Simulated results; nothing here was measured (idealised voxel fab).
The document below concerns the process module designated voxel spacer lines.
FYI the section here is cut, 295 nm wide, cells are 5 nm squares.
Notation: cross-section as square-cell grid; stated in bands, top first, going down; one or more cell rows per band.
Heads up on the band format: heights come first, top then bottom, in nm. After that it's the materials left to right, each with its width in nm. A single material flagged "edge to edge" fills the whole band edge to edge, and "air" means there's empty space there.
Where do heights start? At 0: under that level the wafer as delivered is made of one material only. And the lowest band has no floor; it just carries on downward, as in "0..down".
A two-number width, for instance "30 to 40", indicates that the width is equal to the first number in the top row of the band and to the second number in the bottom row, and that it changes by a constant amount per row of cells.
For the purposes of this document, the phrase "nothing altered" attached to a step denotes that no cell within the cross-section was modified by that step.
Closed-off voids of 8+ cells (no open route to the top) go in "Enclosed void entries", written width x height at distance from the left edge, in nm.
What comes after the settings on a step's line is commentary from the simulator itself on that step.
On any step carrying a mask, the "overlay nm" setting, if present on the step's line, tells how far right of its planned place the mask lay; negative values point to the left.
-- The planned process steps are enumerated hereunder
1: RECEIVE, material Si
2: CONFORMAL_DEP, material Al2O3, thk nm 10
3: DIRECTIONAL_DEP, material TiN, thk nm 15
4: DIRECTIONAL_DEP, material polySi, thk nm 30
5: PATTERN, tone cover, mask id MANDREL, material resist, width nm 15, pitch nm 50, thk nm 35, overlay nm -15
6: DIRECTIONAL_ETCH, etch materials polySi, depth nm 30
7: STRIP, etch materials resist
8: CONFORMAL_DEP, material SiN, thk nm 10
9: DIRECTIONAL_ETCH, etch materials SiN, depth nm 10
10: STRIP, etch materials polySi
11: DIRECTIONAL_ETCH, etch materials TiN, depth nm 15
12: STRIP, etch materials SiN
13: FILL_DEP, material SiO2, thk nm 10
14: CMP, height nm 25
The wafers are alike at the start. At step 5, their overlay nm differs. The plan lists the first wafer's value.
-- As-received cross-section, first of several wafers, post step 1
	0..down | Si edge to edge
	Enclosed void entries: none
-- End of module: cross-section of the first of several wafers after step 14, the last step
	25..10 | SiO2 90 nm / TiN 10 nm / SiO2 15 nm / TiN 10 nm / SiO2 15 nm / TiN 10 nm / SiO2 15 nm / TiN 10 nm / SiO2 120 nm
	10..0 | Al2O3 edge to edge
	0..down | Si edge to edge
	Enclosed void entries: none
-- At the end of the module, the last of several wafers in cross-section
	25..10 | SiO2 120 nm / TiN 10 nm / SiO2 15 nm / TiN 10 nm / SiO2 15 nm / TiN 10 nm / SiO2 15 nm / TiN 10 nm / SiO2 90 nm
	10..0 | Al2O3 edge to edge
	0..down | Si edge to edge
	Enclosed void entries: none
-- Below is a per-wafer table. In it, each row describes the wafer at the end of the module by giving, for each material, the number of cells gained (+) or lost (-) since the wafer was received, and after that the closed voids of the wafer
overlay nm -15 | +118 Al2O3 | +153 SiO2 | +24 TiN | Enclosed void entries: none
overlay nm -10 | +118 Al2O3 | +153 SiO2 | +24 TiN | Enclosed void entries: none
overlay nm -5 | +118 Al2O3 | +153 SiO2 | +24 TiN | Enclosed void entries: none
overlay nm 0 | +118 Al2O3 | +153 SiO2 | +24 TiN | Enclosed void entries: none
overlay nm 5 | +118 Al2O3 | +153 SiO2 | +24 TiN | Enclosed void entries: none
overlay nm 10 | +118 Al2O3 | +153 SiO2 | +24 TiN | Enclosed void entries: none
overlay nm 15 | +118 Al2O3 | +153 SiO2 | +24 TiN | Enclosed void entries: none
